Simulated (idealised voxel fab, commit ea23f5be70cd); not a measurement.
The following is a process module called voxel released beams.
cross-section cut | 260 nm wide | cells 5 nm
Each cross-section below is a grid of square cells, stated as bands in top-down order, with one or more rows of cells making up each band. Band: top height; bottom height; in nm. Then, left to right: material with width in nm, for each material. "edge to edge": a single material spanning edge to edge. "air": empty space. Height reference: 0 = level under which incoming wafer is all one material. Lowest band: no bottom, runs on downward, e.g. "from 0 down". Width "30->40": first value at the band's top row of cells, second value at its bottom row, equal change from row to row. Basically "nothing different" means that step didn't change any cell in the cross-section. Closed-off voids of 8+ cells (no open route to the top) go in "Voids, fully enclosed", written width x height at distance from the left edge, in nm. The remark found on a step's line after its settings is issued by the simulator itself and pertains to that step. When a step includes a mask, the "overlay nm" setting on its line states how far to the right of its planned place that mask lay, and negative values state how far to the left.

Steps in the process plan
1) RECEIVE, material Si
2) CONFORMAL_DEP, material Al2O3, thk nm 5
3) DIRECTIONAL_DEP, material SiO2, thk nm 10
4) PATTERN, tone open, mask id ANCHOR, material resist, width nm 25, thk nm 20, overlay nm 0
5) DIRECTIONAL_ETCH, etch materials SiO2, depth nm 10
6) STRIP, etch materials resist
7) CONFORMAL_DEP, material SiN, thk nm 10
8) PATTERN, tone cover, mask id BEAM, material resist, width nm 105, thk nm 15, overlay nm 0
9) DIRECTIONAL_ETCH, etch materials SiN, depth nm 10
10) STRIP, etch materials resist
11) STRIP, etch materials SiO2

First wafer, as planned

As received (post step 1): cross-section
	from 0 down  Si edge to edge
	Voids, fully enclosed: none

Cross-section through the wafer, step 2 finished
	from 5 to 0  Al2O3 edge to edge
	Rest of section, below 0: as before.

Cross-section through the wafer, step 3 finished
	from 15 to 5  SiO2 edge to edge
	Rest of section, below 5: as before.

Cross-section through the wafer, step 4 finished
	from 35 to 15  resist (80) / air (25) / resist (155)
	Rest of section, below 15: as before.

Cross-section through the wafer, step 5 finished
	from 35 to 15  resist (80) / air (25) / resist (155)
	from 15 to 5  SiO2 (80) / air (25) / SiO2 (155)
	Rest of section, below 5: as before.

Cross-section through the wafer, step 6 finished
	from 15 to 5  SiO2 (80) / air (25) / SiO2 (155)
	Rest of section, below 5: as before.

Cross-section through the wafer, step 7 finished
	from 25 to 15  SiN (90) / air (5) / SiN (165)
	from 15 to 5  SiO2 (80) / SiN (25) / SiO2 (155)
	Rest of section, below 5: as before.

Cross-section through the wafer, step 8 finished
	from 40 to 25  air (75) / resist (105) / air (80)
	from 25 to 15  SiN (90) / resist (5) / SiN (165)
	Rest of section, below 15: as before.

Cross-section through the wafer, step 9 finished
	from 40 to 25  air (75) / resist (105) / air (80)
	from 25 to 15  air (75) / SiN (15) / resist (5) / SiN (85) / air (80)
	Rest of section, below 15: as before.

Cross-section through the wafer, step 10 finished
	from 25 to 15  air (75) / SiN (15) / air (5) / SiN (85) / air (80)
	Rest of section, below 15: as before.

Cross-section through the wafer, step 11 finished
	from 25 to 15  air (75) / SiN (15) / air (5) / SiN (85) / air (80)
	from 15 to 5  air (80) / SiN (25) / air (155)
	Rest of section, below 5: as before.

The second wafer was prepared from the same starting point and under the same plan as the first; its processing contained one mistake, and it remains indistinguishable from the first wafer up to and including step 5

Second wafer at the planned finish of step 6, seen in cross-section
	from 0 down  Si edge to edge

Second wafer at the planned finish of step 7, seen in cross-section
	from 10 to 0  SiN edge to edge
	Rest of section, below 0: as before.

Second wafer at the planned finish of step 8, seen in cross-section
	from 25 to 10  air (75) / resist (105) / air (80)
	Rest of section, below 10: as before.

Second wafer at the planned finish of step 9, seen in cross-section
	from 25 to 10  air (75) / resist (105) / air (80)
	from 10 to 0  air (75) / SiN (105) / air (80)
	Rest of section, below 0: as before.

Second wafer at the planned finish of step 10, seen in cross-section
	from 10 to 0  air (75) / SiN (105) / air (80)
	Rest of section, below 0: as before.

Second wafer at the planned finish of step 11, seen in cross-section: nothing different
What was done differently from what was planned? note that step 6 departed from the planned setting and was carried out as STRIP, etch materials Al2O3
It is noted that, at the conclusion of processing, the second wafer exhibits a higher or lower cell count for certain materials relative to the first: Al2O3 -52 | SiN -8
